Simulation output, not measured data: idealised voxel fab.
Documented hereafter: the process module known as voxel transistor to metal.
Shown is cross-section cut, with a width of 295 nm and square cells of size 5 nm.
If you're reading a cross-section in this doc, picture square cells in a grid; it comes to you as bands, top ones listed first down to the bottom, and a band can be one or more rows of cells. Per band: top height and bottom height in nm, followed by the left-to-right materials and their widths in nm; "everywhere" marks a single material spanning edge to edge, "empty" marks empty space. Heights from 0 (as-received wafer is one material below). Bottom band endless downward, as "0 nm and below". Note: "30->40" means the width goes from the first number (top row of the band) to the second number (bottom row) in equal steps per row of cells. "everything unchanged" for a step: no cell of the cross-section changed in that step. Any empty space of 8 cells or more lacking an open way to the top shows up in "Voids, sealed" as width x height at distance, distance from the left edge, in nm. Step line, after settings: the simulator's comment on this step. The setting "overlay nm" may be written on the line of a step. When the step uses a mask, the value reports how far to the right of the planned place the mask lay, and a negative value reports that it lay to the left. Note on reading: below, each pair holds a cross-section from before one process step and one from after it; the one from after shows only down to the lowest band that changed. Beneath the pair, the step in between is stated along with its settings. The pairs can stem from different runs of this module on the same starting wafer. Where a pair's entry headed "before" says so, and only there, that pair continues from the pair above it.

BEFORE
* 0 nm and below  Si everywhere
* Voids, sealed: none

RESULTING CROSS-SECTION
* 5 nm to 0 nm  SiO2 everywhere
* Below 0 it's all the same as before, nothing changed down there.
* Voids, sealed: none
As a process note, the step between the before and after cross-sections shown above is op CONFORMAL_DEP | material SiO2 | thk nm 5

before: identical to the post-step cross-section of the immediately preceding pair.

RESULTING CROSS-SECTION
* 20 nm to 5 nm  SiN everywhere
* Below 5 it's all the same as before, nothing changed down there.
* Voids, sealed: none
As a process note, the step between the before and after cross-sections shown above is op CONFORMAL_DEP | material SiN | thk nm 15

before: identical to the post-step cross-section of the immediately preceding pair.

RESULTING CROSS-SECTION
* 40 nm to 20 nm  30 nm empty, then 105 nm resist, then 25 nm empty, then 105 nm resist, then 30 nm empty
* Below 20 it's all the same as before, nothing changed down there.
* Voids, sealed: none
As a process note, the step between the before and after cross-sections shown above is op PATTERN | tone cover | mask id ACTIVE | material resist | width nm 105 | pitch nm 130 | thk nm 20 | overlay nm 0

before: identical to the post-step cross-section of the immediately preceding pair.

RESULTING CROSS-SECTION
* 40 nm to 20 nm  30 nm empty, then 105 nm resist, then 25 nm empty, then 105 nm resist, then 30 nm empty
* 20 nm to 5 nm  30 nm empty, then 105 nm SiN, then 25 nm empty, then 105 nm SiN, then 30 nm empty
* Below 5 it's all the same as before, nothing changed down there.
* Voids, sealed: none
As a process note, the step between the before and after cross-sections shown above is op DIRECTIONAL_ETCH | etch materials SiN | depth nm 15

before: identical to the post-step cross-section of the immediately preceding pair.

RESULTING CROSS-SECTION
* 40 nm to 20 nm  30 nm empty, then 105 nm resist, then 25 nm empty, then 105 nm resist, then 30 nm empty
* 20 nm to 5 nm  30 nm empty, then 105 nm SiN, then 25 nm empty, then 105 nm SiN, then 30 nm empty
* 5 nm to 0 nm  30 nm empty, then 105 nm SiO2, then 25 nm empty, then 105 nm SiO2, then 30 nm empty
* Below 0 it's all the same as before, nothing changed down there.
* Voids, sealed: none
As a process note, the step between the before and after cross-sections shown above is op DIRECTIONAL_ETCH | etch materials SiO2 | depth nm 5

before: identical to the post-step cross-section of the immediately preceding pair.

RESULTING CROSS-SECTION
* 40 nm to 20 nm  30 nm empty, then 105 nm resist, then 25 nm empty, then 105 nm resist, then 30 nm empty
* 20 nm to 5 nm  30 nm empty, then 105 nm SiN, then 25 nm empty, then 105 nm SiN, then 30 nm empty
* 5 nm to 0 nm  30 nm empty, then 105 nm SiO2, then 25 nm empty, then 105 nm SiO2, then 30 nm empty
* 0 nm to -30 nm  30 nm empty, then 105 nm Si, then 25 nm empty, then 105 nm Si, then 30 nm empty
* Below -30 it's all the same as before, nothing changed down there.
* Voids, sealed: none
As a process note, the step between the before and after cross-sections shown above is op DIRECTIONAL_ETCH | etch materials Si | depth nm 30

before: identical to the post-step cross-section of the immediately preceding pair.

RESULTING CROSS-SECTION
* 20 nm to 5 nm  30 nm empty, then 105 nm SiN, then 25 nm empty, then 105 nm SiN, then 30 nm empty
* Below 5 it's all the same as before, nothing changed down there.
* Voids, sealed: none
As a process note, the step between the before and after cross-sections shown above is op STRIP | etch materials resist

before: identical to the post-step cross-section of the immediately preceding pair.

RESULTING CROSS-SECTION
* 20 nm to 5 nm  30 nm empty, then 105 nm SiN, then 25 nm empty, then 105 nm SiN, then 30 nm empty
* 5 nm to 0 nm  30 nm empty, then 105 nm SiO2, then 25 nm empty, then 105 nm SiO2, then 30 nm empty
* 0 nm to -30 nm  30 nm empty, then 5 nm SiO2, then 95 nm Si, then 5 nm SiO2, then 25 nm empty, then 5 nm SiO2, then 95 nm Si, then 5 nm SiO2, then 30 nm empty
* -30 nm to -35 nm  35 nm SiO2, then 95 nm Si, then 35 nm SiO2, then 95 nm Si, then 35 nm SiO2
* Below -35 it's all the same as before, nothing changed down there.
* Voids, sealed: none
As a process note, the step between the before and after cross-sections shown above is op OXIDIZE | depth nm 5

before: identical to the post-step cross-section of the immediately preceding pair.

RESULTING CROSS-SECTION
* 35 nm to 20 nm  SiO2 everywhere
* 20 nm to 5 nm  30 nm SiO2, then 105 nm SiN, then 25 nm SiO2, then 105 nm SiN, then 30 nm SiO2
* 5 nm to 0 nm  SiO2 everywhere
* 0 nm to -35 nm  35 nm SiO2, then 95 nm Si, then 35 nm SiO2, then 95 nm Si, then 35 nm SiO2
* Below -35 it's all the same as before, nothing changed down there.
* Voids, sealed: none
As a process note, the step between the before and after cross-sections shown above is op FILL_DEP | material SiO2 | thk nm 15

before: identical to the post-step cross-section of the immediately preceding pair.

RESULTING CROSS-SECTION
* 20 nm to 5 nm  30 nm SiO2, then 105 nm SiN, then 25 nm SiO2, then 105 nm SiN, then 30 nm SiO2
* Below 5 it's all the same as before, nothing changed down there.
* Voids, sealed: none
As a process note, the step between the before and after cross-sections shown above is op CMP | height nm 20

before: identical to the post-step cross-section of the immediately preceding pair.

RESULTING CROSS-SECTION
* 20 nm to 5 nm  30 nm empty, then 105 nm SiN, then 25 nm empty, then 105 nm SiN, then 30 nm empty
* Below 5 it's all the same as before, nothing changed down there.
* Voids, sealed: none
As a process note, the step between the before and after cross-sections shown above is op SELECTIVE_ETCH | etch materials SiO2 | depth nm 15

before: identical to the post-step cross-section of the immediately preceding pair.

RESULTING CROSS-SECTION
* 5 nm to 0 nm  SiO2 everywhere
* Below 0 it's all the same as before, nothing changed down there.
* Voids, sealed: none
As a process note, the step between the before and after cross-sections shown above is op STRIP | etch materials SiN

before: identical to the post-step cross-section of the immediately preceding pair.

RESULTING CROSS-SECTION
* 0 nm to -35 nm  35 nm SiO2, then 95 nm Si, then 35 nm SiO2, then 95 nm Si, then 35 nm SiO2
* Below -35 it's all the same as before, nothing changed down there.
* Voids, sealed: none
As a process note, the step between the before and after cross-sections shown above is op SELECTIVE_ETCH | etch materials SiO2 | depth nm 5

before: identical to the post-step cross-section of the immediately preceding pair.

RESULTING CROSS-SECTION
* 0 nm to -5 nm  SiO2 everywhere
* Below -5 it's all the same as before, nothing changed down there.
* Voids, sealed: none
As a process note, the step between the before and after cross-sections shown above is op OXIDIZE | depth nm 5

before: identical to the post-step cross-section of the immediately preceding pair.

RESULTING CROSS-SECTION
* 25 nm to 0 nm  polySi everywhere
* Below 0 it's all the same as before, nothing changed down there.
* Voids, sealed: none
As a process note, the step between the before and after cross-sections shown above is op DIRECTIONAL_DEP | material polySi | thk nm 25

before: identical to the post-step cross-section of the immediately preceding pair.

RESULTING CROSS-SECTION
* 40 nm to 25 nm  SiCN everywhere
* Below 25 it's all the same as before, nothing changed down there.
* Voids, sealed: none
As a process note, the step between the before and after cross-sections shown above is op DIRECTIONAL_DEP | material SiCN | thk nm 15

before: identical to the post-step cross-section of the immediately preceding pair.

RESULTING CROSS-SECTION
* 50 nm to 40 nm  aC everywhere
* Below 40 it's all the same as before, nothing changed down there.
* Voids, sealed: none
As a process note, the step between the before and after cross-sections shown above is op DIRECTIONAL_DEP | material aC | thk nm 10

before: identical to the post-step cross-section of the immediately preceding pair.

RESULTING CROSS-SECTION
* 75 nm to 50 nm  70 nm empty, then 25 nm resist, then 105 nm empty, then 25 nm resist, then 70 nm empty
* Below 50 it's all the same as before, nothing changed down there.
* Voids, sealed: none
As a process note, the step between the before and after cross-sections shown above is op PATTERN | tone cover | mask id GATE | material resist | width nm 25 | pitch nm 130 | thk nm 25 | overlay nm 0

before: identical to the post-step cross-section of the immediately preceding pair.

RESULTING CROSS-SECTION
* 65 nm to 50 nm  70 nm empty, then 25 nm resist, then 105 nm empty, then 25 nm resist, then 70 nm empty
* 50 nm to 40 nm  70 nm empty, then 25 nm aC, then 105 nm empty, then 25 nm aC, then 70 nm empty
* Below 40 it's all the same as before, nothing changed down there.
* Voids, sealed: none
As a process note, the step between the before and after cross-sections shown above is op DIRECTIONAL_ETCH | etch materials aC | depth nm 10

before: identical to the post-step cross-section of the immediately preceding pair.

RESULTING CROSS-SECTION
* 50 nm to 40 nm  70 nm empty, then 25 nm aC, then 105 nm empty, then 25 nm aC, then 70 nm empty
* Below 40 it's all the same as before, nothing changed down there.
* Voids, sealed: none
As a process note, the step between the before and after cross-sections shown above is op STRIP | etch materials resist

before: identical to the post-step cross-section of the immediately preceding pair.

RESULTING CROSS-SECTION
* 50 nm to 40 nm  70 nm empty, then 25 nm aC, then 105 nm empty, then 25 nm aC, then 70 nm empty
* 40 nm to 25 nm  70 nm empty, then 25 nm SiCN, then 105 nm empty, then 25 nm SiCN, then 70 nm empty
* Below 25 it's all the same as before, nothing changed down there.
* Voids, sealed: none
As a process note, the step between the before and after cross-sections shown above is op DIRECTIONAL_ETCH | etch materials SiCN | depth nm 25

before: identical to the post-step cross-section of the immediately preceding pair.

RESULTING CROSS-SECTION
* 50 nm to 40 nm  70 nm empty, then 25 nm aC, then 105 nm empty, then 25 nm aC, then 70 nm empty
* 40 nm to 25 nm  70 nm empty, then 25 nm SiCN, then 105 nm empty, then 25 nm SiCN, then 70 nm empty
* 25 nm to 0 nm  70 nm empty, then 25 nm polySi, then 105 nm empty, then 25 nm polySi, then 70 nm empty
* Below 0 it's all the same as before, nothing changed down there.
* Voids, sealed: none
As a process note, the step between the before and after cross-sections shown above is op DIRECTIONAL_ETCH | etch materials polySi | depth nm 35

before: identical to the post-step cross-section of the immediately preceding pair.

RESULTING CROSS-SECTION
* 40 nm to 25 nm  70 nm empty, then 25 nm SiCN, then 105 nm empty, then 25 nm SiCN, then 70 nm empty
* Below 25 it's all the same as before, nothing changed down there.
* Voids, sealed: none
As a process note, the step between the before and after cross-sections shown above is op STRIP | etch materials aC

before: identical to the post-step cross-section of the immediately preceding pair.

RESULTING CROSS-SECTION
* 45 nm to 40 nm  65 nm empty, then 35 nm SiN, then 95 nm empty, then 35 nm SiN, then 65 nm empty
* 40 nm to 25 nm  65 nm empty, then 5 nm SiN, then 25 nm SiCN, then 5 nm SiN, then 95 nm empty, then 5 nm SiN, then 25 nm SiCN, then 5 nm SiN, then 65 nm empty
* 25 nm to 5 nm  65 nm empty, then 5 nm SiN, then 25 nm polySi, then 5 nm SiN, then 95 nm empty, then 5 nm SiN, then 25 nm polySi, then 5 nm SiN, then 65 nm empty
* 5 nm to 0 nm  70 nm SiN, then 25 nm polySi, then 105 nm SiN, then 25 nm polySi, then 70 nm SiN
* Below 0 it's all the same as before, nothing changed down there.
* Voids, sealed: none
As a process note, the step between the before and after cross-sections shown above is op CONFORMAL_DEP | material SiN | thk nm 5

before: identical to the post-step cross-section of the immediately preceding pair.

RESULTING CROSS-SECTION
* 40 nm to 25 nm  65 nm empty, then 5 nm SiN, then 25 nm SiCN, then 5 nm SiN, then 95 nm empty, then 5 nm SiN, then 25 nm SiCN, then 5 nm SiN, then 65 nm empty
* 25 nm to 0 nm  65 nm empty, then 5 nm SiN, then 25 nm polySi, then 5 nm SiN, then 95 nm empty, then 5 nm SiN, then 25 nm polySi, then 5 nm SiN, then 65 nm empty
* Below 0 it's all the same as before, nothing changed down there.
* Voids, sealed: none
As a process note, the step between the before and after cross-sections shown above is op DIRECTIONAL_ETCH | etch materials SiN | depth nm 5

before: identical to the post-step cross-section of the immediately preceding pair.

RESULTING CROSS-SECTION
* 40 nm to 25 nm  65 nm empty, then 5 nm SiN, then 25 nm SiCN, then 5 nm SiN, then 95 nm empty, then 5 nm SiN, then 25 nm SiCN, then 5 nm SiN, then 65 nm empty
* 25 nm to 0 nm  65 nm empty, then 5 nm SiN, then 25 nm polySi, then 5 nm SiN, then 95 nm empty, then 5 nm SiN, then 25 nm polySi, then 5 nm SiN, then 65 nm empty
* 0 nm to -5 nm  65 nm empty, then 35 nm SiO2, then 95 nm empty, then 35 nm SiO2, then 65 nm empty
* Below -5 it's all the same as before, nothing changed down there.
* Voids, sealed: none
As a process note, the step between the before and after cross-sections shown above is op DIRECTIONAL_ETCH | etch materials SiO2 | depth nm 5

before: identical to the post-step cross-section of the immediately preceding pair.

RESULTING CROSS-SECTION
* 40 nm to 25 nm  65 nm empty, then 5 nm SiN, then 25 nm SiCN, then 5 nm SiN, then 95 nm empty, then 5 nm SiN, then 25 nm SiCN, then 5 nm SiN, then 65 nm empty
* 25 nm to 0 nm  65 nm empty, then 5 nm SiN, then 25 nm polySi, then 5 nm SiN, then 95 nm empty, then 5 nm SiN, then 25 nm polySi, then 5 nm SiN, then 65 nm empty
* 0 nm to -5 nm  65 nm empty, then 35 nm SiO2, then 95 nm empty, then 35 nm SiO2, then 65 nm empty
* -5 nm to -15 nm  35 nm SiO2, then 30 nm empty, then 35 nm Si, then 30 nm empty, then 35 nm SiO2, then 30 nm empty, then 35 nm Si, then 30 nm empty, then 35 nm SiO2
* Below -15 it's all the same as before, nothing changed down there.
* Voids, sealed: none
As a process note, the step between the before and after cross-sections shown above is op DIRECTIONAL_ETCH | etch materials Si | depth nm 10

before: identical to the post-step cross-section of the immediately preceding pair.

RESULTING CROSS-SECTION
* 40 nm to 25 nm  65 nm empty, then 5 nm SiN, then 25 nm SiCN, then 5 nm SiN, then 95 nm empty, then 5 nm SiN, then 25 nm SiCN, then 5 nm SiN, then 65 nm empty
* 25 nm to 10 nm  65 nm empty, then 5 nm SiN, then 25 nm polySi, then 5 nm SiN, then 95 nm empty, then 5 nm SiN, then 25 nm polySi, then 5 nm SiN, then 65 nm empty
* 10 nm to 0 nm  50 nm empty, then 15 nm nSi, then 5 nm SiN, then 25 nm polySi, then 5 nm SiN, then 15 nm nSi, then 65 nm empty, then 15 nm nSi, then 5 nm SiN, then 25 nm polySi, then 5 nm SiN, then 15 nm nSi, then 50 nm empty
* 0 nm to -5 nm  30 nm empty, then 35 nm nSi, then 35 nm SiO2, then 35 nm nSi, then 25 nm empty, then 35 nm nSi, then 35 nm SiO2, then 35 nm nSi, then 30 nm empty
* -5 nm to -15 nm  35 nm SiO2, then 30 nm nSi, then 35 nm Si, then 30 nm nSi, then 35 nm SiO2, then 30 nm nSi, then 35 nm Si, then 30 nm nSi, then 35 nm SiO2
* Below -15 it's all the same as before, nothing changed down there.
* Voids, sealed: none
As a process note, the step between the before and after cross-sections shown above is op EPI | material nSi | thk nm 15

before: identical to the post-step cross-section of the immediately preceding pair.

RESULTING CROSS-SECTION
* 45 nm to 40 nm  SiO2 everywhere
* 40 nm to 25 nm  65 nm SiO2, then 5 nm SiN, then 25 nm SiCN, then 5 nm SiN, then 95 nm SiO2, then 5 nm SiN, then 25 nm SiCN, then 5 nm SiN, then 65 nm SiO2
* 25 nm to 10 nm  65 nm SiO2, then 5 nm SiN, then 25 nm polySi, then 5 nm SiN, then 95 nm SiO2, then 5 nm SiN, then 25 nm polySi, then 5 nm SiN, then 65 nm SiO2
* 10 nm to 0 nm  50 nm SiO2, then 15 nm nSi, then 5 nm SiN, then 25 nm polySi, then 5 nm SiN, then 15 nm nSi, then 65 nm SiO2, then 15 nm nSi, then 5 nm SiN, then 25 nm polySi, then 5 nm SiN, then 15 nm nSi, then 50 nm SiO2
* 0 nm to -5 nm  30 nm SiO2, then 35 nm nSi, then 35 nm SiO2, then 35 nm nSi, then 25 nm SiO2, then 35 nm nSi, then 35 nm SiO2, then 35 nm nSi, then 30 nm SiO2
* Below -5 it's all the same as before, nothing changed down there.
* Voids, sealed: none
As a process note, the step between the before and after cross-sections shown above is op FILL_DEP | material SiO2 | thk nm 5

before: identical to the post-step cross-section of the immediately preceding pair.

RESULTING CROSS-SECTION
* 40 nm to 25 nm  65 nm SiO2, then 5 nm SiN, then 25 nm SiCN, then 5 nm SiN, then 95 nm SiO2, then 5 nm SiN, then 25 nm SiCN, then 5 nm SiN, then 65 nm SiO2
* Below 25 it's all the same as before, nothing changed down there.
* Voids, sealed: none
As a process note, the step between the before and after cross-sections shown above is op CMP | height nm 40

before: identical to the post-step cross-section of the immediately preceding pair.

RESULTING CROSS-SECTION
* 50 nm to 40 nm  SiO2 everywhere
* Below 40 it's all the same as before, nothing changed down there.
* Voids, sealed: none
As a process note, the step between the before and after cross-sections shown above is op DIRECTIONAL_DEP | material SiO2 | thk nm 10

before: identical to the post-step cross-section of the immediately preceding pair.

RESULTING CROSS-SECTION
* 65 nm to 50 nm  35 nm resist, then 30 nm empty, then 35 nm resist, then 30 nm empty, then 35 nm resist, then 30 nm empty, then 35 nm resist, then 30 nm empty, then 35 nm resist
* Below 50 it's all the same as before, nothing changed down there.
* Voids, sealed: none
As a process note, the step between the before and after cross-sections shown above is op PATTERN | tone open | mask id CONTACT | material resist | width nm 30 | pitch nm 65 | thk nm 15 | overlay nm 0

before: identical to the post-step cross-section of the immediately preceding pair.

RESULTING CROSS-SECTION
* 65 nm to 50 nm  35 nm resist, then 30 nm empty, then 35 nm resist, then 30 nm empty, then 35 nm resist, then 30 nm empty, then 35 nm resist, then 30 nm empty, then 35 nm resist
* 50 nm to 40 nm  35 nm SiO2, then 30 nm empty, then 35 nm SiO2, then 30 nm empty, then 35 nm SiO2, then 30 nm empty, then 35 nm SiO2, then 30 nm empty, then 35 nm SiO2
* 40 nm to 25 nm  35 nm SiO2, then 30 nm empty, then 5 nm SiN, then 25 nm SiCN, then 5 nm SiN, then 30 nm empty, then 35 nm SiO2, then 30 nm empty, then 5 nm SiN, then 25 nm SiCN, then 5 nm SiN, then 30 nm empty, then 35 nm SiO2
* 25 nm to 10 nm  35 nm SiO2, then 30 nm empty, then 5 nm SiN, then 25 nm polySi, then 5 nm SiN, then 30 nm empty, then 35 nm SiO2, then 30 nm empty, then 5 nm SiN, then 25 nm polySi, then 5 nm SiN, then 30 nm empty, then 35 nm SiO2
* 10 nm to 0 nm  35 nm SiO2, then 15 nm empty, then 15 nm nSi, then 5 nm SiN, then 25 nm polySi, then 5 nm SiN, then 15 nm nSi, then 15 nm empty, then 35 nm SiO2, then 15 nm empty, then 15 nm nSi, then 5 nm SiN, then 25 nm polySi, then 5 nm SiN, then 15 nm nSi, then 15 nm empty, then 35 nm SiO2
* Below 0 it's all the same as before, nothing changed down there.
* Voids, sealed: none
As a process note, the step between the before and after cross-sections shown above is op DIRECTIONAL_ETCH | etch materials SiO2 | depth nm 50

before: identical to the post-step cross-section of the immediately preceding pair.

RESULTING CROSS-SECTION
* 50 nm to 40 nm  35 nm SiO2, then 30 nm empty, then 35 nm SiO2, then 30 nm empty, then 35 nm SiO2, then 30 nm empty, then 35 nm SiO2, then 30 nm empty, then 35 nm SiO2
* Below 40 it's all the same as before, nothing changed down there.
* Voids, sealed: none
As a process note, the step between the before and after cross-sections shown above is op STRIP | etch materials resist

before: identical to the post-step cross-section of the immediately preceding pair.

RESULTING CROSS-SECTION
* 55 nm to 50 nm  40 nm TiN, then 20 nm empty, then 45 nm TiN, then 20 nm empty, then 45 nm TiN, then 20 nm empty, then 45 nm TiN, then 20 nm empty, then 40 nm TiN
* 50 nm to 40 nm  35 nm SiO2, then 5 nm TiN, then 20 nm empty, then 5 nm TiN, then 35 nm SiO2, then 5 nm TiN, then 20 nm empty, then 5 nm TiN, then 35 nm SiO2, then 5 nm TiN, then 20 nm empty, then 5 nm TiN, then 35 nm SiO2, then 5 nm TiN, then 20 nm empty, then 5 nm TiN, then 35 nm SiO2
* 40 nm to 25 nm  35 nm SiO2, then 5 nm TiN, then 20 nm empty, then 5 nm TiN, then 5 nm SiN, then 25 nm SiCN, then 5 nm SiN, then 5 nm TiN, then 20 nm empty, then 5 nm TiN, then 35 nm SiO2, then 5 nm TiN, then 20 nm empty, then 5 nm TiN, then 5 nm SiN, then 25 nm SiCN, then 5 nm SiN, then 5 nm TiN, then 20 nm empty, then 5 nm TiN, then 35 nm SiO2
* 25 nm to 15 nm  35 nm SiO2, then 5 nm TiN, then 20 nm empty, then 5 nm TiN, then 5 nm SiN, then 25 nm polySi, then 5 nm SiN, then 5 nm TiN, then 20 nm empty, then 5 nm TiN, then 35 nm SiO2, then 5 nm TiN, then 20 nm empty, then 5 nm TiN, then 5 nm SiN, then 25 nm polySi, then 5 nm SiN, then 5 nm TiN, then 20 nm empty, then 5 nm TiN, then 35 nm SiO2
* 15 nm to 10 nm  35 nm SiO2, then 5 nm TiN, then 5 nm empty, then 20 nm TiN, then 5 nm SiN, then 25 nm polySi, then 5 nm SiN, then 20 nm TiN, then 5 nm empty, then 5 nm TiN, then 35 nm SiO2, then 5 nm TiN, then 5 nm empty, then 20 nm TiN, then 5 nm SiN, then 25 nm polySi, then 5 nm SiN, then 20 nm TiN, then 5 nm empty, then 5 nm TiN, then 35 nm SiO2
* 10 nm to 5 nm  35 nm SiO2, then 5 nm TiN, then 5 nm empty, then 5 nm TiN, then 15 nm nSi, then 5 nm SiN, then 25 nm polySi, then 5 nm SiN, then 15 nm nSi, then 5 nm TiN, then 5 nm empty, then 5 nm TiN, then 35 nm SiO2, then 5 nm TiN, then 5 nm empty, then 5 nm TiN, then 15 nm nSi, then 5 nm SiN, then 25 nm polySi, then 5 nm SiN, then 15 nm nSi, then 5 nm TiN, then 5 nm empty, then 5 nm TiN, then 35 nm SiO2
* 5 nm to 0 nm  35 nm SiO2, then 15 nm TiN, then 15 nm nSi, then 5 nm SiN, then 25 nm polySi, then 5 nm SiN, then 15 nm nSi, then 15 nm TiN, then 35 nm SiO2, then 15 nm TiN, then 15 nm nSi, then 5 nm SiN, then 25 nm polySi, then 5 nm SiN, then 15 nm nSi, then 15 nm TiN, then 35 nm SiO2
* Below 0 it's all the same as before, nothing changed down there.
* Voids, sealed: none
As a process note, the step between the before and after cross-sections shown above is op CONFORMAL_DEP | material TiN | thk nm 5

before: identical to the post-step cross-section of the immediately preceding pair.

RESULTING CROSS-SECTION
* 60 nm to 55 nm  W everywhere
* 55 nm to 50 nm  40 nm TiN, then 20 nm W, then 45 nm TiN, then 20 nm W, then 45 nm TiN, then 20 nm W, then 45 nm TiN, then 20 nm W, then 40 nm TiN
* 50 nm to 40 nm  35 nm SiO2, then 5 nm TiN, then 20 nm W, then 5 nm TiN, then 35 nm SiO2, then 5 nm TiN, then 20 nm W, then 5 nm TiN, then 35 nm SiO2, then 5 nm TiN, then 20 nm W, then 5 nm TiN, then 35 nm SiO2, then 5 nm TiN, then 20 nm W, then 5 nm TiN, then 35 nm SiO2
* 40 nm to 25 nm  35 nm SiO2, then 5 nm TiN, then 20 nm W, then 5 nm TiN, then 5 nm SiN, then 25 nm SiCN, then 5 nm SiN, then 5 nm TiN, then 20 nm W, then 5 nm TiN, then 35 nm SiO2, then 5 nm TiN, then 20 nm W, then 5 nm TiN, then 5 nm SiN, then 25 nm SiCN, then 5 nm SiN, then 5 nm TiN, then 20 nm W, then 5 nm TiN, then 35 nm SiO2
* 25 nm to 15 nm  35 nm SiO2, then 5 nm TiN, then 20 nm W, then 5 nm TiN, then 5 nm SiN, then 25 nm polySi, then 5 nm SiN, then 5 nm TiN, then 20 nm W, then 5 nm TiN, then 35 nm SiO2, then 5 nm TiN, then 20 nm W, then 5 nm TiN, then 5 nm SiN, then 25 nm polySi, then 5 nm SiN, then 5 nm TiN, then 20 nm W, then 5 nm TiN, then 35 nm SiO2
* 15 nm to 10 nm  35 nm SiO2, then 5 nm TiN, then 5 nm W, then 20 nm TiN, then 5 nm SiN, then 25 nm polySi, then 5 nm SiN, then 20 nm TiN, then 5 nm W, then 5 nm TiN, then 35 nm SiO2, then 5 nm TiN, then 5 nm W, then 20 nm TiN, then 5 nm SiN, then 25 nm polySi, then 5 nm SiN, then 20 nm TiN, then 5 nm W, then 5 nm TiN, then 35 nm SiO2
* 10 nm to 5 nm  35 nm SiO2, then 5 nm TiN, then 5 nm W, then 5 nm TiN, then 15 nm nSi, then 5 nm SiN, then 25 nm polySi, then 5 nm SiN, then 15 nm nSi, then 5 nm TiN, then 5 nm W, then 5 nm TiN, then 35 nm SiO2, then 5 nm TiN, then 5 nm W, then 5 nm TiN, then 15 nm nSi, then 5 nm SiN, then 25 nm polySi, then 5 nm SiN, then 15 nm nSi, then 5 nm TiN, then 5 nm W, then 5 nm TiN, then 35 nm SiO2
* Below 5 it's all the same as before, nothing changed down there.
* Voids, sealed: none
As a process note, the step between the before and after cross-sections shown above is op FILL_DEP | material W | thk nm 5

before: identical to the post-step cross-section of the immediately preceding pair.

RESULTING CROSS-SECTION
* 50 nm to 40 nm  35 nm SiO2, then 5 nm TiN, then 20 nm W, then 5 nm TiN, then 35 nm SiO2, then 5 nm TiN, then 20 nm W, then 5 nm TiN, then 35 nm SiO2, then 5 nm TiN, then 20 nm W, then 5 nm TiN, then 35 nm SiO2, then 5 nm TiN, then 20 nm W, then 5 nm TiN, then 35 nm SiO2
* Below 40 it's all the same as before, nothing changed down there.
* Voids, sealed: none
As a process note, the step between the before and after cross-sections shown above is op CMP | height nm 50

before: identical to the post-step cross-section of the immediately preceding pair.

RESULTING CROSS-SECTION
* 55 nm to 50 nm  TiN everywhere
* Below 50 it's all the same as before, nothing changed down there.
* Voids, sealed: none
As a process note, the step between the before and after cross-sections shown above is op DIRECTIONAL_DEP | material TiN | thk nm 5

before: identical to the post-step cross-section of the immediately preceding pair.

RESULTING CROSS-SECTION
* 70 nm to 55 nm  Ru everywhere
* Below 55 it's all the same as before, nothing changed down there.
* Voids, sealed: none
As a process note, the step between the before and after cross-sections shown above is op DIRECTIONAL_DEP | material Ru | thk nm 15

before: identical to the post-step cross-section of the immediately preceding pair.

RESULTING CROSS-SECTION
* 70 nm to 55 nm  35 nm empty, then 15 nm Ru, then 65 nm empty, then 15 nm Ru, then 35 nm empty, then 15 nm Ru, then 65 nm empty, then 15 nm Ru, then 35 nm empty
* Below 55 it's all the same as before, nothing changed down there.
* Voids, sealed: none
As a process note, the step between the before and after cross-sections shown above is op MASKED_ETCH | tone cover | mask id METAL_1 | width nm 15 | etch materials Ru | depth nm 15 | overlay nm 0

before: identical to the post-step cross-section of the immediately preceding pair.

RESULTING CROSS-SECTION
* 70 nm to 55 nm  35 nm empty, then 15 nm Ru, then 65 nm empty, then 15 nm Ru, then 35 nm empty, then 15 nm Ru, then 65 nm empty, then 15 nm Ru, then 35 nm empty
* 55 nm to 50 nm  35 nm empty, then 15 nm TiN, then 65 nm empty, then 15 nm TiN, then 35 nm empty, then 15 nm TiN, then 65 nm empty, then 15 nm TiN, then 35 nm empty
* Below 50 it's all the same as before, nothing changed down there.
* Voids, sealed: none
As a process note, the step between the before and after cross-sections shown above is op MASKED_ETCH | tone cover | mask id METAL_1 | width nm 15 | etch materials TiN | depth nm 5 | overlay nm 0

before: identical to the post-step cross-section of the immediately preceding pair.

RESULTING CROSS-SECTION
* 75 nm to 70 nm  30 nm empty, then 25 nm SiN, then 55 nm empty, then 25 nm SiN, then 25 nm empty, then 25 nm SiN, then 55 nm empty, then 25 nm SiN, then 30 nm empty
* 70 nm to 55 nm  30 nm empty, then 5 nm SiN, then 15 nm Ru, then 5 nm SiN, then 55 nm empty, then 5 nm SiN, then 15 nm Ru, then 5 nm SiN, then 25 nm empty, then 5 nm SiN, then 15 nm Ru, then 5 nm SiN, then 55 nm empty, then 5 nm SiN, then 15 nm Ru, then 5 nm SiN, then 30 nm empty
* 55 nm to 50 nm  35 nm SiN, then 15 nm TiN, then 65 nm SiN, then 15 nm TiN, then 35 nm SiN, then 15 nm TiN, then 65 nm SiN, then 15 nm TiN, then 35 nm SiN
* Below 50 it's all the same as before, nothing changed down there.
* Voids, sealed: none
As a process note, the step between the before and after cross-sections shown above is op CONFORMAL_DEP | material SiN | thk nm 5

before: identical to the post-step cross-section of the immediately preceding pair.

RESULTING CROSS-SECTION
* 80 nm to 75 nm  SiO2 everywhere
* 75 nm to 70 nm  30 nm SiO2, then 25 nm SiN, then 55 nm SiO2, then 25 nm SiN, then 25 nm SiO2, then 25 nm SiN, then 55 nm SiO2, then 25 nm SiN, then 30 nm SiO2
* 70 nm to 55 nm  30 nm SiO2, then 5 nm SiN, then 15 nm Ru, then 5 nm SiN, then 55 nm SiO2, then 5 nm SiN, then 15 nm Ru, then 5 nm SiN, then 25 nm SiO2, then 5 nm SiN, then 15 nm Ru, then 5 nm SiN, then 55 nm SiO2, then 5 nm SiN, then 15 nm Ru, then 5 nm SiN, then 30 nm SiO2
* Below 55 it's all the same as before, nothing changed down there.
* Voids, sealed: none
As a process note, the step between the before and after cross-sections shown above is op FILL_DEP | material SiO2 | thk nm 5

before: identical to the post-step cross-section of the immediately preceding pair.

RESULTING CROSS-SECTION
* 70 nm to 55 nm  30 nm SiO2, then 5 nm SiN, then 15 nm Ru, then 5 nm SiN, then 55 nm SiO2, then 5 nm SiN, then 15 nm Ru, then 5 nm SiN, then 25 nm SiO2, then 5 nm SiN, then 15 nm Ru, then 5 nm SiN, then 55 nm SiO2, then 5 nm SiN, then 15 nm Ru, then 5 nm SiN, then 30 nm SiO2
* Below 55 it's all the same as before, nothing changed down there.
* Voids, sealed: none
As a process note, the step between the before and after cross-sections shown above is op CMP | height nm 70

before: identical to the post-step cross-section of the immediately preceding pair.

RESULTING CROSS-SECTION
* 75 nm to 70 nm  SiCN everywhere
* Below 70 it's all the same as before, nothing changed down there.
* Voids, sealed: none
As a process note, the step between the before and after cross-sections shown above is op CONFORMAL_DEP | material SiCN | thk nm 5
